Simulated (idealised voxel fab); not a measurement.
Presented below is a process module, voxel double patterning.
Section cut is 235 nm wide and gridded with 5 nm square cells.
Notation: cross-section as square-cell grid; stated in bands, top first, going down; one or more cell rows per band.
Band: top height; bottom height; in nm. Then, left to right: material with width in nm, for each material. "all across": a single material spanning edge to edge. "blank": empty space.
Heights are measured from 0, the level below which the as-received wafer is all one material; the lowest band has no bottom and continues downward, written as in "top 0, no bottom".
Think of "30 to 40" as a width that walks from the first number to the second as you go down the band, top row to bottom row, taking equal-sized steps from row to row.
Key: "nothing changed" - step with no changed cell in the cross-section.
The entry "Listed closed voids" lists the empty spaces that cover at least 8 cells and have no open path to the top. Each is written as width x height at distance, where the distance is measured from the left edge and all three values are in nm.
Formally, on a step line, whatever follows the settings is a remark that the simulator itself makes on the step.
overlay nm: mask offset rightward from planned place, masked step; negative means leftward offset.
### Steps planned for the process
- 1: RECEIVE,material Si
- 2: CONFORMAL_DEP,material SiO2,thk nm 10
- 3: DIRECTIONAL_DEP,material W,thk nm 15
- 4: DIRECTIONAL_DEP,material SiN,thk nm 10
- 5: MASKED_ETCH,tone open,mask id FIRST,width nm 15,pitch nm 50,etch materials SiN,depth nm 10,overlay nm 0
- 6: DIRECTIONAL_DEP,material aC,thk nm 15
- 7: PATTERN,tone open,mask id SECOND,material resist,width nm 15,pitch nm 50,thk nm 35,overlay nm 0
- 8: DIRECTIONAL_ETCH,etch materials aC,depth nm 15
- 9: STRIP,etch materials resist
- 10: DIRECTIONAL_ETCH,etch materials SiN,depth nm 10
- 11: STRIP,etch materials aC
- 12: DIRECTIONAL_ETCH,etch materials W,depth nm 15
- 13: STRIP,etch materials SiN
### The following pertains to the first of two wafers, which was processed as planned
### Here's what the wafer looked like in cross-section when it arrived - that's after step 1
* top 0, no bottom: Si all across
* Listed closed voids: none
### Wafer after step 2 (cross-section)
* top 10, bottom 0: SiO2 all across
* At heights below 0, the structure remains unaltered.
### Wafer after step 3 (cross-section)
* top 25, bottom 10: W all across
* At heights below 10, the structure remains unaltered.
### Wafer after step 4 (cross-section)
* top 35, bottom 25: SiN all across
* At heights below 25, the structure remains unaltered.
### Wafer after step 5 (cross-section)
* top 35, bottom 25: SiN 60  blank 15  SiN 35  blank 15  SiN 35  blank 15  SiN 60
* At heights below 25, the structure remains unaltered.
### Wafer after step 6 (cross-section)
* top 50, bottom 40: aC 60  blank 15  aC 35  blank 15  aC 35  blank 15  aC 60
* top 40, bottom 35: aC all across
* top 35, bottom 25: SiN 60  aC 15  SiN 35  aC 15  SiN 35  aC 15  SiN 60
* At heights below 25, the structure remains unaltered.
### Wafer after step 7 (cross-section)
* top 85, bottom 50: resist 85  blank 15  resist 35  blank 15  resist 85
* top 50, bottom 40: aC 60  resist 15  aC 35  resist 15  aC 35  resist 15  aC 60
* At heights below 40, the structure remains unaltered.
### Wafer after step 8 (cross-section)
* top 70, bottom 50: resist 85  blank 15  resist 35  blank 15  resist 85
* top 50, bottom 40: aC 60  resist 15  aC 10  blank 15  aC 10  resist 15  aC 10  blank 15  aC 10  resist 15  aC 60
* top 40, bottom 35: aC 85  blank 15  aC 35  blank 15  aC 85
* At heights below 35, the structure remains unaltered.
### Wafer after step 9 (cross-section)
* top 50, bottom 40: aC 60  blank 15  aC 10  blank 15  aC 10  blank 15  aC 10  blank 15  aC 10  blank 15  aC 60
* At heights below 40, the structure remains unaltered.
### Wafer after step 10 (cross-section)
* top 50, bottom 40: aC 60  blank 15  aC 10  blank 15  aC 10  blank 15  aC 10  blank 15  aC 10  blank 15  aC 60
* top 40, bottom 35: aC 85  blank 15  aC 35  blank 15  aC 85
* top 35, bottom 25: SiN 60  aC 15  SiN 10  blank 15  SiN 10  aC 15  SiN 10  blank 15  SiN 10  aC 15  SiN 60
* At heights below 25, the structure remains unaltered.
### Wafer after step 11 (cross-section)
* top 35, bottom 25: SiN 60  blank 15  SiN 10  blank 15  SiN 10  blank 15  SiN 10  blank 15  SiN 10  blank 15  SiN 60
* At heights below 25, the structure remains unaltered.
### Wafer after step 12 (cross-section)
* top 35, bottom 25: SiN 60  blank 15  SiN 10  blank 15  SiN 10  blank 15  SiN 10  blank 15  SiN 10  blank 15  SiN 60
* top 25, bottom 10: W 60  blank 15  W 10  blank 15  W 10  blank 15  W 10  blank 15  W 10  blank 15  W 60
* At heights below 10, the structure remains unaltered.
### Wafer after step 13 (cross-section)
* top 25, bottom 10: W 60  blank 15  W 10  blank 15  W 10  blank 15  W 10  blank 15  W 10  blank 15  W 60
* At heights below 10, the structure remains unaltered.
### Now the other wafer: same start, same recipe, but we messed up one thing when running it. Up to and including step 8 it's the same as the first one
### Cross-sectional representation of the second wafer at the time designated in the plan for the completion of step 9
* top 70, bottom 50: resist 85  blank 15  resist 35  blank 15  resist 85
* top 50, bottom 40: aC 60  resist 15  aC 10  blank 15  aC 10  resist 15  aC 10  blank 15  aC 10  resist 15  aC 60
* top 40, bottom 35: aC 85  blank 15  aC 35  blank 15  aC 85
* top 35, bottom 25: SiN 60  aC 15  blank 35  aC 15  blank 35  aC 15  SiN 60
* At heights below 25, the structure remains unaltered.
Cross-sectional representation of the second wafer at the time designated in the plan for the completion of step 10: nothing changed
### Cross-sectional representation of the second wafer at the time designated in the plan for the completion of step 11
* top 35, bottom 25: SiN 60  blank 115  SiN 60
* At heights below 25, the structure remains unaltered.
### Cross-sectional representation of the second wafer at the time designated in the plan for the completion of step 12
* top 35, bottom 25: SiN 60  blank 115  SiN 60
* top 25, bottom 10: W 60  blank 115  W 60
* At heights below 10, the structure remains unaltered.
### Cross-sectional representation of the second wafer at the time designated in the plan for the completion of step 13
* top 25, bottom 10: W 60  blank 115  W 60
* At heights below 10, the structure remains unaltered.
Run error: the process deviated at step 9: the operation and settings actually run there were STRIP,etch materials SiN
Heads up, by the end the second wafer has more or fewer cells of some materials compared to the first: W -24
